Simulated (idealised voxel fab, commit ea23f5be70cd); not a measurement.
process module | voxel transistor to metal
cross-section cut | 165 nm wide | cells 5 nm
A cross-section is a grid of square cells, given in bands from the top down. A band is one or more rows of cells.
Each band's line starts with the height of the band's top and of its bottom, in nm. Then come its materials from left to right, each with its width in nm. One material with "throughout" fills the band from edge to edge. "air" is empty space.
Height 0 is the level under which the wafer as received is all one material. The lowest band goes on downwards, as in "0 down".
A width such as "30 to 40" changes by the same amount from each row of cells to the next, from the band's top row to its bottom row.
"no change" after a step means that no cell of the cross-section changed.
closed voids: empty space of 8 cells or more with no open way to the top, each as width x height at its distance from the left edge, in nm
after a step's settings: what the simulator itself notes on the step
overlay nm, on a step with a mask: how far to the right of its planned place the mask lay; to the left if negative
plan
1 op RECEIVE | material Si
2 op OXIDIZE | depth nm 5
3 op CONFORMAL_DEP | material SiN | thk nm 15
4 op DIRECTIONAL_DEP | material aC | thk nm 10
5 op PATTERN | tone cover | mask id ACTIVE | material resist | width nm 115 | thk nm 30 | overlay nm 0
6 op DIRECTIONAL_ETCH | etch materials aC | depth nm 10
7 op STRIP | etch materials resist
8 op DIRECTIONAL_ETCH | etch materials SiN | depth nm 15
9 op DIRECTIONAL_ETCH | etch materials SiO2 | depth nm 5
10 op DIRECTIONAL_ETCH | etch materials Si | depth nm 20
11 op STRIP | etch materials aC
12 op OXIDIZE | depth nm 5
13 op FILL_DEP | material SiO2 | thk nm 15
14 op CMP | height nm 15
15 op SELECTIVE_ETCH | etch materials SiO2 | depth nm 10
16 op STRIP | etch materials SiN
17 op SELECTIVE_ETCH | etch materials SiO2 | depth nm 5
18 op OXIDIZE | depth nm 5
19 op DIRECTIONAL_DEP | material polySi | thk nm 20
20 op DIRECTIONAL_DEP | material SiCN | thk nm 15
21 op MASKED_ETCH | tone cover | mask id GATE | width nm 25 | etch materials SiCN | depth nm 25 | overlay nm 0
22 op MASKED_ETCH | tone cover | mask id GATE | width nm 25 | etch materials polySi | depth nm 30 | overlay nm 0
23 op CONFORMAL_DEP | material SiO2 | thk nm 5
24 op DIRECTIONAL_ETCH | etch materials SiO2 | depth nm 5
25 op CONFORMAL_DEP | material SiN | thk nm 5
26 op DIRECTIONAL_ETCH | etch materials SiN | depth nm 5
27 op DIRECTIONAL_ETCH | etch materials SiO2 | depth nm 5
28 op DIRECTIONAL_ETCH | etch materials Si | depth nm 5
29 op EPI | material SiGe | thk nm 10
30 op FILL_DEP | material SiO2 | thk nm 5
31 op CMP | height nm 15
32 op STRIP | etch materials polySi
33 op SELECTIVE_ETCH | etch materials SiO2 | depth nm 5
34 op CONFORMAL_DEP | material HfO2 | thk nm 5
35 op CONFORMAL_DEP | material TiN | thk nm 5
36 op FILL_DEP | material W | thk nm 5
37 op CMP | height nm 10
38 op DIRECTIONAL_DEP | material SiO2 | thk nm 15
39 op PATTERN | tone open | mask id CONTACT | material resist | width nm 15 | pitch nm 80 | thk nm 15 | overlay nm 0
40 op DIRECTIONAL_ETCH | etch materials SiO2 | depth nm 30
41 op STRIP | etch materials resist
42 op CONFORMAL_DEP | material TiN | thk nm 5
43 op FILL_DEP | material Ru | thk nm 5
44 op CMP | height nm 25
45 op DIRECTIONAL_DEP | material TiN | thk nm 5
46 op DIRECTIONAL_DEP | material Ru | thk nm 15
47 op MASKED_ETCH | tone cover | mask id METAL_1 | width nm 15 | pitch nm 80 | etch materials Ru | depth nm 15 | overlay nm 0
48 op MASKED_ETCH | tone cover | mask id METAL_1 | width nm 15 | pitch nm 80 | etch materials TiN | depth nm 5 | overlay nm 0
49 op CONFORMAL_DEP | material SiN | thk nm 5
50 op FILL_DEP | material SiO2 | thk nm 5
51 op CMP | height nm 45
52 op CONFORMAL_DEP | material SiCN | thk nm 5
53 op DIRECTIONAL_DEP | material SiO2 | thk nm 35
54 op PATTERN | tone open | mask id METAL_2 | material resist | width nm 15 | pitch nm 80 | thk nm 20 | overlay nm 0
55 op DIRECTIONAL_ETCH | etch materials SiO2 | depth nm 20
56 op STRIP | etch materials resist
57 op PATTERN | tone open | mask id METAL_2_HOLES | material resist | width nm 15 | pitch nm 80 | thk nm 15 | overlay nm 0
58 op DIRECTIONAL_ETCH | etch materials SiO2 | depth nm 15
59 op DIRECTIONAL_ETCH | etch materials SiCN | depth nm 5
60 op STRIP | etch materials resist
61 op CONFORMAL_DEP | material TiN | thk nm 5
62 op FILL_DEP | material Cu | thk nm 5
63 op CMP | height nm 85
64 op CONFORMAL_DEP | material SiCN | thk nm 5
first wafer, as planned
as received, after step 1
  0 down: Si throughout
  closed voids: none
after step 2
  0 to -5: SiO2 throughout
  below -5: unchanged
after step 3
  15 to 0: SiN throughout
  below 0: unchanged
after step 4
  25 to 15: aC throughout
  below 15: unchanged
after step 5
  55 to 25: air 25 | resist 115 | air 25
  below 25: unchanged
after step 6
  45 to 25: air 25 | resist 115 | air 25
  25 to 15: air 25 | aC 115 | air 25
  below 15: unchanged
after step 7
  25 to 15: air 25 | aC 115 | air 25
  below 15: unchanged
after step 8
  25 to 15: air 25 | aC 115 | air 25
  15 to 0: air 25 | SiN 115 | air 25
  below 0: unchanged
after step 9
  25 to 15: air 25 | aC 115 | air 25
  15 to 0: air 25 | SiN 115 | air 25
  0 to -5: air 25 | SiO2 115 | air 25
  below -5: unchanged
after step 10
  25 to 15: air 25 | aC 115 | air 25
  15 to 0: air 25 | SiN 115 | air 25
  0 to -5: air 25 | SiO2 115 | air 25
  -5 to -25: air 25 | Si 115 | air 25
  below -25: unchanged
after step 11
  15 to 0: air 25 | SiN 115 | air 25
  below 0: unchanged
after step 12
  15 to 0: air 25 | SiN 115 | air 25
  0 to -5: air 25 | SiO2 115 | air 25
  -5 to -25: air 25 | SiO2 5 | Si 105 | SiO2 5 | air 25
  -25 to -30: SiO2 30 | Si 105 | SiO2 30
  below -30: unchanged
after step 13
  30 to 15: SiO2 throughout
  15 to 0: SiO2 25 | SiN 115 | SiO2 25
  0 to -5: SiO2 throughout
  -5 to -30: SiO2 30 | Si 105 | SiO2 30
  below -30: unchanged
after step 14
  15 to 0: SiO2 25 | SiN 115 | SiO2 25
  below 0: unchanged
after step 15
  15 to 5: air 25 | SiN 115 | air 25
  below 5: unchanged
after step 16
  5 to 0: SiO2 25 | air 115 | SiO2 25
  below 0: unchanged
after step 17
  0 to -5: SiO2 20 | air 125 | SiO2 20
  below -5: unchanged
after step 18
  0 to -5: SiO2 20 | air 125 | SiO2 20
  -5 to -10: SiO2 throughout
  below -10: unchanged
after step 19
  20 to 15: polySi 20 | air 125 | polySi 20
  15 to 0: polySi throughout
  0 to -5: SiO2 20 | polySi 125 | SiO2 20
  below -5: unchanged
after step 20
  35 to 30: SiCN 20 | air 125 | SiCN 20
  30 to 20: SiCN throughout
  20 to 15: polySi 20 | SiCN 125 | polySi 20
  below 15: unchanged
after step 21
  30 to 20: air 70 | SiCN 25 | air 70
  20 to 15: polySi 20 | air 50 | SiCN 25 | air 50 | polySi 20
  below 15: unchanged
after step 22
  30 to 15: air 70 | SiCN 25 | air 70
  15 to 0: air 70 | polySi 25 | air 70
  0 to -5: SiO2 20 | air 50 | polySi 25 | air 50 | SiO2 20
  below -5: unchanged
after step 23
  35 to 30: air 65 | SiO2 35 | air 65
  30 to 15: air 65 | SiO2 5 | SiCN 25 | SiO2 5 | air 65
  15 to 5: air 65 | SiO2 5 | polySi 25 | SiO2 5 | air 65
  5 to 0: SiO2 25 | air 40 | SiO2 5 | polySi 25 | SiO2 5 | air 40 | SiO2 25
  0 to -5: SiO2 70 | polySi 25 | SiO2 70
  below -5: unchanged
after step 24
  30 to 15: air 65 | SiO2 5 | SiCN 25 | SiO2 5 | air 65
  15 to 0: air 65 | SiO2 5 | polySi 25 | SiO2 5 | air 65
  0 to -5: SiO2 25 | air 40 | SiO2 5 | polySi 25 | SiO2 5 | air 40 | SiO2 25
  below -5: unchanged
after step 25
  35 to 30: air 60 | SiN 45 | air 60
  30 to 15: air 60 | SiN 5 | SiO2 5 | SiCN 25 | SiO2 5 | SiN 5 | air 60
  15 to 5: air 60 | SiN 5 | SiO2 5 | polySi 25 | SiO2 5 | SiN 5 | air 60
  5 to 0: SiN 30 | air 30 | SiN 5 | SiO2 5 | polySi 25 | SiO2 5 | SiN 5 | air 30 | SiN 30
  0 to -5: SiO2 25 | SiN 40 | SiO2 5 | polySi 25 | SiO2 5 | SiN 40 | SiO2 25
  below -5: unchanged
after step 26
  30 to 15: air 60 | SiN 5 | SiO2 5 | SiCN 25 | SiO2 5 | SiN 5 | air 60
  15 to 0: air 60 | SiN 5 | SiO2 5 | polySi 25 | SiO2 5 | SiN 5 | air 60
  0 to -5: SiO2 25 | SiN 5 | air 30 | SiN 5 | SiO2 5 | polySi 25 | SiO2 5 | SiN 5 | air 30 | SiN 5 | SiO2 25
  below -5: unchanged
after step 27
  30 to 25: air 60 | SiN 5 | air 5 | SiCN 25 | air 5 | SiN 5 | air 60
  25 to 15: air 60 | SiN 5 | SiO2 5 | SiCN 25 | SiO2 5 | SiN 5 | air 60
  15 to 0: air 60 | SiN 5 | SiO2 5 | polySi 25 | SiO2 5 | SiN 5 | air 60
  0 to -5: air 25 | SiN 5 | air 30 | SiN 5 | SiO2 5 | polySi 25 | SiO2 5 | SiN 5 | air 30 | SiN 5 | air 25
  -5 to -10: SiO2 30 | air 30 | SiO2 45 | air 30 | SiO2 30
  below -10: unchanged
after step 28
  30 to 25: air 60 | SiN 5 | air 5 | SiCN 25 | air 5 | SiN 5 | air 60
  25 to 15: air 60 | SiN 5 | SiO2 5 | SiCN 25 | SiO2 5 | SiN 5 | air 60
  15 to 0: air 60 | SiN 5 | SiO2 5 | polySi 25 | SiO2 5 | SiN 5 | air 60
  0 to -5: air 25 | SiN 5 | air 30 | SiN 5 | SiO2 5 | polySi 25 | SiO2 5 | SiN 5 | air 30 | SiN 5 | air 25
  -5 to -10: SiO2 30 | air 30 | SiO2 45 | air 30 | SiO2 30
  -10 to -15: SiO2 30 | air 30 | Si 45 | air 30 | SiO2 30
  below -15: unchanged
after step 29
  30 to 25: air 60 | SiN 5 | air 5 | SiCN 25 | air 5 | SiN 5 | air 60
  25 to 15: air 60 | SiN 5 | SiO2 5 | SiCN 25 | SiO2 5 | SiN 5 | air 60
  15 to 0: air 60 | SiN 5 | SiO2 5 | polySi 25 | SiO2 5 | SiN 5 | air 60
  0 to -5: air 25 | SiN 5 | air 20 | SiGe 10 | SiN 5 | SiO2 5 | polySi 25 | SiO2 5 | SiN 5 | SiGe 10 | air 20 | SiN 5 | air 25
  -5 to -10: SiO2 30 | SiGe 30 | SiO2 45 | SiGe 30 | SiO2 30
  -10 to -15: SiO2 30 | SiGe 30 | Si 45 | SiGe 30 | SiO2 30
  below -15: unchanged
after step 30
  35 to 30: SiO2 throughout
  30 to 15: SiO2 60 | SiN 5 | SiO2 5 | SiCN 25 | SiO2 5 | SiN 5 | SiO2 60
  15 to 0: SiO2 60 | SiN 5 | SiO2 5 | polySi 25 | SiO2 5 | SiN 5 | SiO2 60
  0 to -5: SiO2 25 | SiN 5 | SiO2 20 | SiGe 10 | SiN 5 | SiO2 5 | polySi 25 | SiO2 5 | SiN 5 | SiGe 10 | SiO2 20 | SiN 5 | SiO2 25
  below -5: unchanged
after step 31
  15 to 0: SiO2 60 | SiN 5 | SiO2 5 | polySi 25 | SiO2 5 | SiN 5 | SiO2 60
  below 0: unchanged
after step 32
  15 to 0: SiO2 60 | SiN 5 | SiO2 5 | air 25 | SiO2 5 | SiN 5 | SiO2 60
  0 to -5: SiO2 25 | SiN 5 | SiO2 20 | SiGe 10 | SiN 5 | SiO2 5 | air 25 | SiO2 5 | SiN 5 | SiGe 10 | SiO2 20 | SiN 5 | SiO2 25
  below -5: unchanged
after step 33
  15 to 10: air 60 | SiN 5 | air 35 | SiN 5 | air 60
  10 to 0: SiO2 60 | SiN 5 | air 35 | SiN 5 | SiO2 60
  0 to -5: SiO2 25 | SiN 5 | SiO2 20 | SiGe 10 | SiN 5 | air 35 | SiN 5 | SiGe 10 | SiO2 20 | SiN 5 | SiO2 25
  -5 to -10: SiO2 30 | SiGe 30 | SiO2 5 | air 35 | SiO2 5 | SiGe 30 | SiO2 30
  below -10: unchanged
after step 34
  20 to 15: air 55 | HfO2 15 | air 25 | HfO2 15 | air 55
  15 to 10: HfO2 60 | SiN 5 | HfO2 5 | air 25 | HfO2 5 | SiN 5 | HfO2 60
  10 to 0: SiO2 60 | SiN 5 | HfO2 5 | air 25 | HfO2 5 | SiN 5 | SiO2 60
  0 to -5: SiO2 25 | SiN 5 | SiO2 20 | SiGe 10 | SiN 5 | HfO2 5 | air 25 | HfO2 5 | SiN 5 | SiGe 10 | SiO2 20 | SiN 5 | SiO2 25
  -5 to -10: SiO2 30 | SiGe 30 | SiO2 5 | HfO2 35 | SiO2 5 | SiGe 30 | SiO2 30
  below -10: unchanged
after step 35
  25 to 20: air 50 | TiN 25 | air 15 | TiN 25 | air 50
  20 to 15: TiN 55 | HfO2 15 | TiN 5 | air 15 | TiN 5 | HfO2 15 | TiN 55
  15 to 10: HfO2 60 | SiN 5 | HfO2 5 | TiN 5 | air 15 | TiN 5 | HfO2 5 | SiN 5 | HfO2 60
  10 to 0: SiO2 60 | SiN 5 | HfO2 5 | TiN 5 | air 15 | TiN 5 | HfO2 5 | SiN 5 | SiO2 60
  0 to -5: SiO2 25 | SiN 5 | SiO2 20 | SiGe 10 | SiN 5 | HfO2 5 | TiN 25 | HfO2 5 | SiN 5 | SiGe 10 | SiO2 20 | SiN 5 | SiO2 25
  below -5: unchanged
after step 36
  30 to 25: W throughout
  25 to 20: W 50 | TiN 25 | W 15 | TiN 25 | W 50
  20 to 15: TiN 55 | HfO2 15 | TiN 5 | W 15 | TiN 5 | HfO2 15 | TiN 55
  15 to 10: HfO2 60 | SiN 5 | HfO2 5 | TiN 5 | W 15 | TiN 5 | HfO2 5 | SiN 5 | HfO2 60
  10 to 0: SiO2 60 | SiN 5 | HfO2 5 | TiN 5 | W 15 | TiN 5 | HfO2 5 | SiN 5 | SiO2 60
  below 0: unchanged
after step 37
  10 to 0: SiO2 60 | SiN 5 | HfO2 5 | TiN 5 | W 15 | TiN 5 | HfO2 5 | SiN 5 | SiO2 60
  below 0: unchanged
after step 38
  25 to 10: SiO2 throughout
  below 10: unchanged
after step 39
  40 to 25: resist 35 | air 15 | resist 65 | air 15 | resist 35
  below 25: unchanged
after step 40
  40 to 25: resist 35 | air 15 | resist 65 | air 15 | resist 35
  25 to 10: SiO2 35 | air 15 | SiO2 65 | air 15 | SiO2 35
  10 to 0: SiO2 35 | air 15 | SiO2 10 | SiN 5 | HfO2 5 | TiN 5 | W 15 | TiN 5 | HfO2 5 | SiN 5 | SiO2 10 | air 15 | SiO2 35
  0 to -5: SiO2 25 | SiN 5 | SiO2 5 | air 15 | SiGe 10 | SiN 5 | HfO2 5 | TiN 25 | HfO2 5 | SiN 5 | SiGe 10 | air 15 | SiO2 5 | SiN 5 | SiO2 25
  below -5: unchanged
after step 41
  25 to 10: SiO2 35 | air 15 | SiO2 65 | air 15 | SiO2 35
  below 10: unchanged
after step 42
  30 to 25: TiN 40 | air 5 | TiN 75 | air 5 | TiN 40
  25 to 10: SiO2 35 | TiN 5 | air 5 | TiN 5 | SiO2 65 | TiN 5 | air 5 | TiN 5 | SiO2 35
  10 to 0: SiO2 35 | TiN 5 | air 5 | TiN 5 | SiO2 10 | SiN 5 | HfO2 5 | TiN 5 | W 15 | TiN 5 | HfO2 5 | SiN 5 | SiO2 10 | TiN 5 | air 5 | TiN 5 | SiO2 35
  0 to -5: SiO2 25 | SiN 5 | SiO2 5 | TiN 15 | SiGe 10 | SiN 5 | HfO2 5 | TiN 25 | HfO2 5 | SiN 5 | SiGe 10 | TiN 15 | SiO2 5 | SiN 5 | SiO2 25
  below -5: unchanged
after step 43
  35 to 30: Ru throughout
  30 to 25: TiN 40 | Ru 5 | TiN 75 | Ru 5 | TiN 40
  25 to 10: SiO2 35 | TiN 5 | Ru 5 | TiN 5 | SiO2 65 | TiN 5 | Ru 5 | TiN 5 | SiO2 35
  10 to 0: SiO2 35 | TiN 5 | Ru 5 | TiN 5 | SiO2 10 | SiN 5 | HfO2 5 | TiN 5 | W 15 | TiN 5 | HfO2 5 | SiN 5 | SiO2 10 | TiN 5 | Ru 5 | TiN 5 | SiO2 35
  below 0: unchanged
after step 44
  25 to 10: SiO2 35 | TiN 5 | Ru 5 | TiN 5 | SiO2 65 | TiN 5 | Ru 5 | TiN 5 | SiO2 35
  below 10: unchanged
after step 45
  30 to 25: TiN throughout
  below 25: unchanged
after step 46
  45 to 30: Ru throughout
  below 30: unchanged
after step 47
  45 to 30: air 35 | Ru 15 | air 65 | Ru 15 | air 35
  below 30: unchanged
after step 48
  45 to 30: air 35 | Ru 15 | air 65 | Ru 15 | air 35
  30 to 25: air 35 | TiN 15 | air 65 | TiN 15 | air 35
  below 25: unchanged
after step 49
  50 to 45: air 30 | SiN 25 | air 55 | SiN 25 | air 30
  45 to 30: air 30 | SiN 5 | Ru 15 | SiN 5 | air 55 | SiN 5 | Ru 15 | SiN 5 | air 30
  30 to 25: SiN 35 | TiN 15 | SiN 65 | TiN 15 | SiN 35
  below 25: unchanged
after step 50
  55 to 50: SiO2 throughout
  50 to 45: SiO2 30 | SiN 25 | SiO2 55 | SiN 25 | SiO2 30
  45 to 30: SiO2 30 | SiN 5 | Ru 15 | SiN 5 | SiO2 55 | SiN 5 | Ru 15 | SiN 5 | SiO2 30
  below 30: unchanged
after step 51
  45 to 30: SiO2 30 | SiN 5 | Ru 15 | SiN 5 | SiO2 55 | SiN 5 | Ru 15 | SiN 5 | SiO2 30
  below 30: unchanged
after step 52
  50 to 45: SiCN throughout
  below 45: unchanged
after step 53
  85 to 50: SiO2 throughout
  below 50: unchanged
after step 54
  105 to 85: resist 35 | air 15 | resist 65 | air 15 | resist 35
  below 85: unchanged
after step 55
  105 to 85: resist 35 | air 15 | resist 65 | air 15 | resist 35
  85 to 65: SiO2 35 | air 15 | SiO2 65 | air 15 | SiO2 35
  below 65: unchanged
after step 56
  85 to 65: SiO2 35 | air 15 | SiO2 65 | air 15 | SiO2 35
  below 65: unchanged
after step 57
  100 to 85: resist 35 | air 15 | resist 65 | air 15 | resist 35
  below 85: unchanged
after step 58
  100 to 85: resist 35 | air 15 | resist 65 | air 15 | resist 35
  85 to 50: SiO2 35 | air 15 | SiO2 65 | air 15 | SiO2 35
  below 50: unchanged
after step 59
  100 to 85: resist 35 | air 15 | resist 65 | air 15 | resist 35
  85 to 50: SiO2 35 | air 15 | SiO2 65 | air 15 | SiO2 35
  50 to 45: SiCN 35 | air 15 | SiCN 65 | air 15 | SiCN 35
  below 45: unchanged
after step 60
  85 to 50: SiO2 35 | air 15 | SiO2 65 | air 15 | SiO2 35
  below 50: unchanged
after step 61
  90 to 85: TiN 40 | air 5 | TiN 75 | air 5 | TiN 40
  85 to 50: SiO2 35 | TiN 5 | air 5 | TiN 5 | SiO2 65 | TiN 5 | air 5 | TiN 5 | SiO2 35
  50 to 45: SiCN 35 | TiN 15 | SiCN 65 | TiN 15 | SiCN 35
  below 45: unchanged
after step 62
  95 to 90: Cu throughout
  90 to 85: TiN 40 | Cu 5 | TiN 75 | Cu 5 | TiN 40
  85 to 50: SiO2 35 | TiN 5 | Cu 5 | TiN 5 | SiO2 65 | TiN 5 | Cu 5 | TiN 5 | SiO2 35
  below 50: unchanged
after step 63
  85 to 50: SiO2 35 | TiN 5 | Cu 5 | TiN 5 | SiO2 65 | TiN 5 | Cu 5 | TiN 5 | SiO2 35
  below 50: unchanged
after step 64
  90 to 85: SiCN throughout
  below 85: unchanged
second wafer: like start, like plan, one mistake. Through step 60 it matches the first wafer
when step 61 should have ended
  90 to 85: Ru 40 | air 5 | Ru 75 | air 5 | Ru 40
  85 to 50: SiO2 35 | Ru 5 | air 5 | Ru 5 | SiO2 65 | Ru 5 | air 5 | Ru 5 | SiO2 35
  50 to 45: SiCN 35 | Ru 15 | SiCN 65 | Ru 15 | SiCN 35
  below 45: unchanged
when step 62 should have ended
  95 to 90: Cu throughout
  90 to 85: Ru 40 | Cu 5 | Ru 75 | Cu 5 | Ru 40
  85 to 50: SiO2 35 | Ru 5 | Cu 5 | Ru 5 | SiO2 65 | Ru 5 | Cu 5 | Ru 5 | SiO2 35
  below 50: unchanged
when step 63 should have ended
  85 to 50: SiO2 35 | Ru 5 | Cu 5 | Ru 5 | SiO2 65 | Ru 5 | Cu 5 | Ru 5 | SiO2 35
  below 50: unchanged
when step 64 should have ended
  90 to 85: SiCN throughout
  below 85: unchanged
what went wrong: step 61 ran as: op CONFORMAL_DEP | material Ru | thk nm 5
at the end the second wafer has, in cells: 34 more of Ru | 34 fewer of TiN
